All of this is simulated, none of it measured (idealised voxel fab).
process module | voxel self aligned vias
cross-section cut | 215 nm wide | cells 5 nm
A cross-section is a grid of square cells, given in bands from the top down. A band is one or more rows of cells.
Each band's line starts with the height of the band's top and of its bottom, in nm. Then come its materials from left to right, each with its width in nm. One material with "throughout" fills the band from edge to edge. "air" is empty space.
Height 0 is the level under which the wafer as received is all one material. The lowest band goes on downwards, as in "0 down".
A width such as "30 to 40" changes by the same amount from each row of cells to the next, from the band's top row to its bottom row.
"no change" after a step means that no cell of the cross-section changed.
closed voids: empty space of 8 cells or more with no open way to the top, each as width x height at its distance from the left edge, in nm
after a step's settings: what the simulator itself notes on the step
overlay nm, on a step with a mask: how far to the right of its planned place the mask lay; to the left if negative
plan
1 op RECEIVE | material Si
2 op CONFORMAL_DEP | material SiO2 | thk nm 10
3 op CONFORMAL_DEP | material SiCN | thk nm 5
4 op DIRECTIONAL_DEP | material SiO2 | thk nm 20
5 op DIRECTIONAL_DEP | material aC | thk nm 15
6 op PATTERN | tone open | mask id LINES | material resist | width nm 20 | pitch nm 60 | thk nm 30 | overlay nm 0
7 op DIRECTIONAL_ETCH | etch materials aC | depth nm 5
8 op STRIP | etch materials resist
9 op DIRECTIONAL_ETCH | etch materials SiO2 | depth nm 20
10 op STRIP | etch materials aC
11 op CONFORMAL_DEP | material TiN | thk nm 5
12 op FILL_DEP | material W | thk nm 10
13 op CMP | height nm 35
14 op SELECTIVE_ETCH | etch materials W Ru TiN | depth nm 10
15 op FILL_DEP | material SiN | thk nm 10
16 op CMP | height nm 35
17 op DIRECTIONAL_DEP | material SiO2 | thk nm 15
18 op DIRECTIONAL_DEP | material aC | thk nm 10
19 op PATTERN | tone open | mask id VIAS | material resist | width nm 30 | thk nm 30 | overlay nm 0
20 op DIRECTIONAL_ETCH | etch materials aC | depth nm 10
21 op STRIP | etch materials resist
22 op DIRECTIONAL_ETCH | etch materials SiO2 | depth nm 15
23 op DIRECTIONAL_ETCH | etch materials SiN | depth nm 10
24 op STRIP | etch materials aC
25 op CONFORMAL_DEP | material TiN | thk nm 5
26 op FILL_DEP | material W | thk nm 5
27 op CMP | height nm 50
28 op CONFORMAL_DEP | material SiN | thk nm 5
varied across the wafers: depth nm of step 7. The plan shows the first wafer's value. All wafers start alike
first wafer as received, after step 1
  0 down: Si throughout
  closed voids: none
first wafer at the end, after step 28
  55 to 50: SiN throughout
  50 to 40: SiO2 60 | TiN 5 | W 20 | TiN 5 | SiO2 125
  40 to 35: SiO2 60 | TiN 30 | SiO2 125
  35 to 15: SiO2 throughout
  15 to 10: SiCN throughout
  10 to 0: SiO2 throughout
  0 down: Si throughout
  closed voids: none
last wafer at the end
  55 to 50: SiN throughout
  50 to 40: SiO2 60 | TiN 5 | W 20 | TiN 5 | SiO2 125
  40 to 35: SiO2 60 | TiN 10 | W 10 | TiN 10 | SiO2 125
  35 to 30: SiO2 65 | TiN 5 | W 10 | TiN 5 | SiO2 40 | SiN 20 | SiO2 70
  30 to 25: SiO2 65 | TiN 20 | SiO2 40 | SiN 20 | SiO2 70
  25 to 20: SiO2 65 | TiN 5 | W 10 | TiN 5 | SiO2 40 | TiN 5 | W 10 | TiN 5 | SiO2 70
  20 to 15: SiO2 65 | TiN 20 | SiO2 40 | TiN 20 | SiO2 70
  15 to 10: SiCN throughout
  10 to 0: SiO2 throughout
  0 down: Si throughout
  closed voids: none
each wafer at the end: cells of each material gained (+) or lost (-) since it was received, then its closed voids
depth nm 5 | +43 SiCN | +43 SiN | +369 SiO2 | +10 TiN | +8 W | closed voids: none
depth nm 10 | +43 SiCN | +43 SiN | +369 SiO2 | +10 TiN | +8 W | closed voids: none
depth nm 15 | +43 SiCN | +51 SiN | +337 SiO2 | +26 TiN | +16 W | closed voids: none
depth nm 20 | +43 SiCN | +51 SiN | +337 SiO2 | +26 TiN | +16 W | closed voids: none
depth nm 25 | +43 SiCN | +51 SiN | +337 SiO2 | +26 TiN | +16 W | closed voids: none
depth nm 30 | +43 SiCN | +51 SiN | +337 SiO2 | +26 TiN | +16 W | closed voids: none
